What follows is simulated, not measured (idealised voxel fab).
voxel fin reveal: a process module
Xsec cut, 200 nm wide, square cell size 5 nm.
Cross-section spec: square-cell grid; bands listed top down; each band is one or more rows.
The band entry comprises the height of the band's top followed by the height of its bottom, expressed in nm, and subsequently the band's materials from left to right, each stated together with its width in nm. Where a single material is marked with the word "all across", that material fills the band from edge to edge. The word "blank" represents empty space.
Height reference: 0 = level under which incoming wafer is all one material. Lowest band: no bottom, runs on downward, e.g. "0..down".
You'd read "30->40" like this: the band's top row of cells is as wide as the first number, its bottom row is as wide as the second, and going down, every row changes width by the same amount as the row before did.
A step reported as "all unchanged" is a step in which no cell of the cross-section changed.
"Enclosed void inventory" means: voids of 8 cells or more that are shut off from the top with no open way through. Written width x height at distance, distance from the left edge, in nm.
Step line, after settings: the simulator's comment on this step.
overlay nm: step with mask; distance mask lay right of planned place; negative value = left of planned place.

# Process steps (planned)
- 1: RECEIVE: material Si
- 2: CONFORMAL_DEP: material SiN, thk nm 5
- 3: DIRECTIONAL_DEP: material aC, thk nm 15
- 4: PATTERN: tone cover, mask id FINS, material resist, width nm 15, pitch nm 35, thk nm 35, overlay nm 0
- 5: DIRECTIONAL_ETCH: etch materials aC, depth nm 15
- 6: STRIP: etch materials resist
- 7: DIRECTIONAL_ETCH: etch materials SiN, depth nm 5
- 8: DIRECTIONAL_ETCH: etch materials Si, depth nm 35
- 9: STRIP: etch materials aC
- 10: OXIDIZE: depth nm 5
- 11: FILL_DEP: material SiO2, thk nm 10
- 12: CMP: height nm 5
- 13: SELECTIVE_ETCH: etch materials SiO2, depth nm 30
- 14: STRIP: etch materials SiN

# Cross-section: wafer on arrival = after step 1
  0..down = Si all across
  Enclosed void inventory: none

# End-of-module cross-section. Starting structure and process plan as above; one mistake made in running it
  0..-25 = blank (85), then Si (5), then blank (30), then Si (5), then blank (75)
  -25..-40 = SiO2 (85), then Si (5), then SiO2 (30), then Si (5), then SiO2 (75)
  -40..down = Si all across
  Enclosed void inventory: none
Processing error: step 4 deviated from plan and actually ran as PATTERN: tone cover, mask id FINS, material resist, width nm 15, pitch nm 35, thk nm 35, overlay nm 5
